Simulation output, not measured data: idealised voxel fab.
A process module follows: voxel wiring stack.
The width of the displayed cross-section, cut, is 280 nm; its cells are square, with a size of 5 nm.
For the purposes of this document, a cross-section shall be understood as a grid of square cells, specified as bands listed in top-to-bottom order, each band consisting of one or more rows of cells. Top, bottom (nm), then materials left to right with widths (nm); lone material tagged "everywhere" fills the whole band edge to edge; "air" = empty space. Below 0: as-received wafer, all one material; heights counted from there. Lowest band: no bottom, goes on down, written "0..down". You'd read "30..40" like this: the band's top row of cells is as wide as the first number, its bottom row is as wide as the second, and going down, every row changes width by the same amount as the row before did. Given "changes: none" for a step, no cell of the cross-section differs between before and after that step. Under "Closed void listing" you'll find the enclosed gaps, the ones with no way out to the top, that are 8 cells or bigger; each reads width x height at distance, with distance counted from the left edge, everything in nm. Read whatever lies past the settings on a step's line as the simulator's own remark about the step. overlay nm: on a step with a mask, how far right of its planned place the mask lay; negative means left.
Plan
1 RECEIVE (material Si)
2 CONFORMAL_DEP (material SiO2; thk nm 10)
3 CONFORMAL_DEP (material SiN; thk nm 5)
4 DIRECTIONAL_DEP (material lowk; thk nm 15)
5 DIRECTIONAL_DEP (material aC; thk nm 10)
6 PATTERN (tone open; mask id METAL_1; material resist; width nm 25; pitch nm 40; thk nm 30; overlay nm 0)
7 DIRECTIONAL_ETCH (etch materials aC; depth nm 10)
8 STRIP (etch materials resist)
9 DIRECTIONAL_ETCH (etch materials lowk; depth nm 15)
10 DIRECTIONAL_ETCH (etch materials SiN; depth nm 5)
11 STRIP (etch materials aC)
12 CONFORMAL_DEP (material TiN; thk nm 5)
13 FILL_DEP (material Cu; thk nm 5)
14 CMP (height nm 30)
15 CONFORMAL_DEP (material SiCN; thk nm 5)
16 DIRECTIONAL_DEP (material lowk; thk nm 20)
17 DIRECTIONAL_DEP (material aC; thk nm 15)
18 PATTERN (tone open; mask id PLUG_1; material resist; width nm 15; pitch nm 40; thk nm 35; overlay nm 0)
19 DIRECTIONAL_ETCH (etch materials aC; depth nm 15)
20 STRIP (etch materials resist)
21 DIRECTIONAL_ETCH (etch materials lowk; depth nm 20)
22 DIRECTIONAL_ETCH (etch materials SiCN; depth nm 5)
23 STRIP (etch materials aC)
24 CONFORMAL_DEP (material TiN; thk nm 5)
25 FILL_DEP (material Ru; thk nm 5)
26 CMP (height nm 55)
27 CONFORMAL_DEP (material SiCN; thk nm 5)
28 DIRECTIONAL_DEP (material lowk; thk nm 25)
29 MASKED_ETCH (tone open; mask id METAL_2; width nm 25; pitch nm 40; etch materials lowk; depth nm 25; overlay nm 0)
30 MASKED_ETCH (tone open; mask id METAL_2; width nm 25; pitch nm 40; etch materials SiCN; depth nm 5; overlay nm 0)
31 CONFORMAL_DEP (material TiN; thk nm 5)
32 FILL_DEP (material Cu; thk nm 5)
33 CMP (height nm 85)
34 CONFORMAL_DEP (material SiN; thk nm 5)
First of two wafers: run as planned
This is the cross-section of the wafer as we received it, i.e. after step 1
* 0..down = Si everywhere
* Closed void listing: none
Cross-sectional representation of the wafer at the conclusion of step 2
* 10..0 = SiO2 everywhere
* Whatever lies below 0 is exactly as it was before.
Cross-sectional representation of the wafer at the conclusion of step 3
* 15..10 = SiN everywhere
* Whatever lies below 10 is exactly as it was before.
Cross-sectional representation of the wafer at the conclusion of step 4
* 30..15 = lowk everywhere
* Whatever lies below 15 is exactly as it was before.
Cross-sectional representation of the wafer at the conclusion of step 5
* 40..30 = aC everywhere
* Whatever lies below 30 is exactly as it was before.
Cross-sectional representation of the wafer at the conclusion of step 6
* 70..40 = 105 nm resist, 25 nm air, 15 nm resist, 25 nm air, 110 nm resist
* Whatever lies below 40 is exactly as it was before.
Cross-sectional representation of the wafer at the conclusion of step 7
* 60..40 = 105 nm resist, 25 nm air, 15 nm resist, 25 nm air, 110 nm resist
* 40..30 = 105 nm aC, 25 nm air, 15 nm aC, 25 nm air, 110 nm aC
* Whatever lies below 30 is exactly as it was before.
Cross-sectional representation of the wafer at the conclusion of step 8
* 40..30 = 105 nm aC, 25 nm air, 15 nm aC, 25 nm air, 110 nm aC
* Whatever lies below 30 is exactly as it was before.
Cross-sectional representation of the wafer at the conclusion of step 9
* 40..30 = 105 nm aC, 25 nm air, 15 nm aC, 25 nm air, 110 nm aC
* 30..15 = 105 nm lowk, 25 nm air, 15 nm lowk, 25 nm air, 110 nm lowk
* Whatever lies below 15 is exactly as it was before.
Cross-sectional representation of the wafer at the conclusion of step 10
* 40..30 = 105 nm aC, 25 nm air, 15 nm aC, 25 nm air, 110 nm aC
* 30..15 = 105 nm lowk, 25 nm air, 15 nm lowk, 25 nm air, 110 nm lowk
* 15..10 = 105 nm SiN, 25 nm air, 15 nm SiN, 25 nm air, 110 nm SiN
* Whatever lies below 10 is exactly as it was before.
Cross-sectional representation of the wafer at the conclusion of step 11
* 30..15 = 105 nm lowk, 25 nm air, 15 nm lowk, 25 nm air, 110 nm lowk
* Whatever lies below 15 is exactly as it was before.
Cross-sectional representation of the wafer at the conclusion of step 12
* 35..30 = 110 nm TiN, 15 nm air, 25 nm TiN, 15 nm air, 115 nm TiN
* 30..15 = 105 nm lowk, 5 nm TiN, 15 nm air, 5 nm TiN, 15 nm lowk, 5 nm TiN, 15 nm air, 5 nm TiN, 110 nm lowk
* 15..10 = 105 nm SiN, 25 nm TiN, 15 nm SiN, 25 nm TiN, 110 nm SiN
* Whatever lies below 10 is exactly as it was before.
Cross-sectional representation of the wafer at the conclusion of step 13
* 40..35 = Cu everywhere
* 35..30 = 110 nm TiN, 15 nm Cu, 25 nm TiN, 15 nm Cu, 115 nm TiN
* 30..15 = 105 nm lowk, 5 nm TiN, 15 nm Cu, 5 nm TiN, 15 nm lowk, 5 nm TiN, 15 nm Cu, 5 nm TiN, 110 nm lowk
* Whatever lies below 15 is exactly as it was before.
Cross-sectional representation of the wafer at the conclusion of step 14
* 30..15 = 105 nm lowk, 5 nm TiN, 15 nm Cu, 5 nm TiN, 15 nm lowk, 5 nm TiN, 15 nm Cu, 5 nm TiN, 110 nm lowk
* Whatever lies below 15 is exactly as it was before.
Cross-sectional representation of the wafer at the conclusion of step 15
* 35..30 = SiCN everywhere
* Whatever lies below 30 is exactly as it was before.
Cross-sectional representation of the wafer at the conclusion of step 16
* 55..35 = lowk everywhere
* Whatever lies below 35 is exactly as it was before.
Cross-sectional representation of the wafer at the conclusion of step 17
* 70..55 = aC everywhere
* Whatever lies below 55 is exactly as it was before.
Cross-sectional representation of the wafer at the conclusion of step 18
* 105..70 = 105 nm resist, 15 nm air, 25 nm resist, 15 nm air, 120 nm resist
* Whatever lies below 70 is exactly as it was before.
Cross-sectional representation of the wafer at the conclusion of step 19
* 90..70 = 105 nm resist, 15 nm air, 25 nm resist, 15 nm air, 120 nm resist
* 70..55 = 105 nm aC, 15 nm air, 25 nm aC, 15 nm air, 120 nm aC
* Whatever lies below 55 is exactly as it was before.
Cross-sectional representation of the wafer at the conclusion of step 20
* 70..55 = 105 nm aC, 15 nm air, 25 nm aC, 15 nm air, 120 nm aC
* Whatever lies below 55 is exactly as it was before.
Cross-sectional representation of the wafer at the conclusion of step 21
* 70..55 = 105 nm aC, 15 nm air, 25 nm aC, 15 nm air, 120 nm aC
* 55..35 = 105 nm lowk, 15 nm air, 25 nm lowk, 15 nm air, 120 nm lowk
* Whatever lies below 35 is exactly as it was before.
Cross-sectional representation of the wafer at the conclusion of step 22
* 70..55 = 105 nm aC, 15 nm air, 25 nm aC, 15 nm air, 120 nm aC
* 55..35 = 105 nm lowk, 15 nm air, 25 nm lowk, 15 nm air, 120 nm lowk
* 35..30 = 105 nm SiCN, 15 nm air, 25 nm SiCN, 15 nm air, 120 nm SiCN
* Whatever lies below 30 is exactly as it was before.
Cross-sectional representation of the wafer at the conclusion of step 23
* 55..35 = 105 nm lowk, 15 nm air, 25 nm lowk, 15 nm air, 120 nm lowk
* Whatever lies below 35 is exactly as it was before.
Cross-sectional representation of the wafer at the conclusion of step 24
* 60..55 = 110 nm TiN, 5 nm air, 35 nm TiN, 5 nm air, 125 nm TiN
* 55..35 = 105 nm lowk, 5 nm TiN, 5 nm air, 5 nm TiN, 25 nm lowk, 5 nm TiN, 5 nm air, 5 nm TiN, 120 nm lowk
* 35..30 = 105 nm SiCN, 15 nm TiN, 25 nm SiCN, 15 nm TiN, 120 nm SiCN
* Whatever lies below 30 is exactly as it was before.
Cross-sectional representation of the wafer at the conclusion of step 25
* 65..60 = Ru everywhere
* 60..55 = 110 nm TiN, 5 nm Ru, 35 nm TiN, 5 nm Ru, 125 nm TiN
* 55..35 = 105 nm lowk, 5 nm TiN, 5 nm Ru, 5 nm TiN, 25 nm lowk, 5 nm TiN, 5 nm Ru, 5 nm TiN, 120 nm lowk
* Whatever lies below 35 is exactly as it was before.
Cross-sectional representation of the wafer at the conclusion of step 26
* 55..35 = 105 nm lowk, 5 nm TiN, 5 nm Ru, 5 nm TiN, 25 nm lowk, 5 nm TiN, 5 nm Ru, 5 nm TiN, 120 nm lowk
* Whatever lies below 35 is exactly as it was before.
Cross-sectional representation of the wafer at the conclusion of step 27
* 60..55 = SiCN everywhere
* Whatever lies below 55 is exactly as it was before.
Cross-sectional representation of the wafer at the conclusion of step 28
* 85..60 = lowk everywhere
* Whatever lies below 60 is exactly as it was before.
Cross-sectional representation of the wafer at the conclusion of step 29
* 85..60 = 105 nm lowk, 25 nm air, 15 nm lowk, 25 nm air, 110 nm lowk
* Whatever lies below 60 is exactly as it was before.
Cross-sectional representation of the wafer at the conclusion of step 30
* 85..60 = 105 nm lowk, 25 nm air, 15 nm lowk, 25 nm air, 110 nm lowk
* 60..55 = 105 nm SiCN, 25 nm air, 15 nm SiCN, 25 nm air, 110 nm SiCN
* Whatever lies below 55 is exactly as it was before.
Cross-sectional representation of the wafer at the conclusion of step 31
* 90..85 = 110 nm TiN, 15 nm air, 25 nm TiN, 15 nm air, 115 nm TiN
* 85..60 = 105 nm lowk, 5 nm TiN, 15 nm air, 5 nm TiN, 15 nm lowk, 5 nm TiN, 15 nm air, 5 nm TiN, 110 nm lowk
* 60..55 = 105 nm SiCN, 25 nm TiN, 15 nm SiCN, 25 nm TiN, 110 nm SiCN
* Whatever lies below 55 is exactly as it was before.
Cross-sectional representation of the wafer at the conclusion of step 32
* 95..90 = Cu everywhere
* 90..85 = 110 nm TiN, 15 nm Cu, 25 nm TiN, 15 nm Cu, 115 nm TiN
* 85..60 = 105 nm lowk, 5 nm TiN, 15 nm Cu, 5 nm TiN, 15 nm lowk, 5 nm TiN, 15 nm Cu, 5 nm TiN, 110 nm lowk
* Whatever lies below 60 is exactly as it was before.
Cross-sectional representation of the wafer at the conclusion of step 33
* 85..60 = 105 nm lowk, 5 nm TiN, 15 nm Cu, 5 nm TiN, 15 nm lowk, 5 nm TiN, 15 nm Cu, 5 nm TiN, 110 nm lowk
* Whatever lies below 60 is exactly as it was before.
Cross-sectional representation of the wafer at the conclusion of step 34
* 90..85 = SiN everywhere
* Whatever lies below 85 is exactly as it was before.
Wafer two: like wafer one in start and plan, but with one mistake in execution; identical up to and including step 25
Planned end of step 26: second wafer, cross-section
* 60..55 = 110 nm TiN, 5 nm Ru, 35 nm TiN, 5 nm Ru, 125 nm TiN
* Whatever lies below 55 is exactly as it was before.
Planned end of step 27: second wafer, cross-section
* 65..60 = SiCN everywhere
* Whatever lies below 60 is exactly as it was before.
Planned end of step 28: second wafer, cross-section
* 90..65 = lowk everywhere
* Whatever lies below 65 is exactly as it was before.
Planned end of step 29: second wafer, cross-section
* 90..65 = 105 nm lowk, 25 nm air, 15 nm lowk, 25 nm air, 110 nm lowk
* Whatever lies below 65 is exactly as it was before.
Planned end of step 30: second wafer, cross-section
* 90..65 = 105 nm lowk, 25 nm air, 15 nm lowk, 25 nm air, 110 nm lowk
* 65..60 = 105 nm SiCN, 25 nm air, 15 nm SiCN, 25 nm air, 110 nm SiCN
* Whatever lies below 60 is exactly as it was before.
Planned end of step 31: second wafer, cross-section
* 95..90 = 110 nm TiN, 15 nm air, 25 nm TiN, 15 nm air, 115 nm TiN
* 90..65 = 105 nm lowk, 5 nm TiN, 15 nm air, 5 nm TiN, 15 nm lowk, 5 nm TiN, 15 nm air, 5 nm TiN, 110 nm lowk
* 65..60 = 105 nm SiCN, 25 nm TiN, 15 nm SiCN, 25 nm TiN, 110 nm SiCN
* Whatever lies below 60 is exactly as it was before.
Planned end of step 32: second wafer, cross-section
* 100..95 = Cu everywhere
* 95..90 = 110 nm TiN, 15 nm Cu, 25 nm TiN, 15 nm Cu, 115 nm TiN
* 90..65 = 105 nm lowk, 5 nm TiN, 15 nm Cu, 5 nm TiN, 15 nm lowk, 5 nm TiN, 15 nm Cu, 5 nm TiN, 110 nm lowk
* Whatever lies below 65 is exactly as it was before.
Planned end of step 33: second wafer, cross-section
* 85..65 = 105 nm lowk, 5 nm TiN, 15 nm Cu, 5 nm TiN, 15 nm lowk, 5 nm TiN, 15 nm Cu, 5 nm TiN, 110 nm lowk
* Whatever lies below 65 is exactly as it was before.
Planned end of step 34: second wafer, cross-section
* 90..85 = SiN everywhere
* Whatever lies below 85 is exactly as it was before.
Deviation from plan: for step 26, the planned setting was not used; the step was instead run as CMP (height nm 60)
The closing comparison, in cells, has the second wafer with more or fewer of some materials than the first: Cu -6; Ru +2; TiN +50; lowk -46
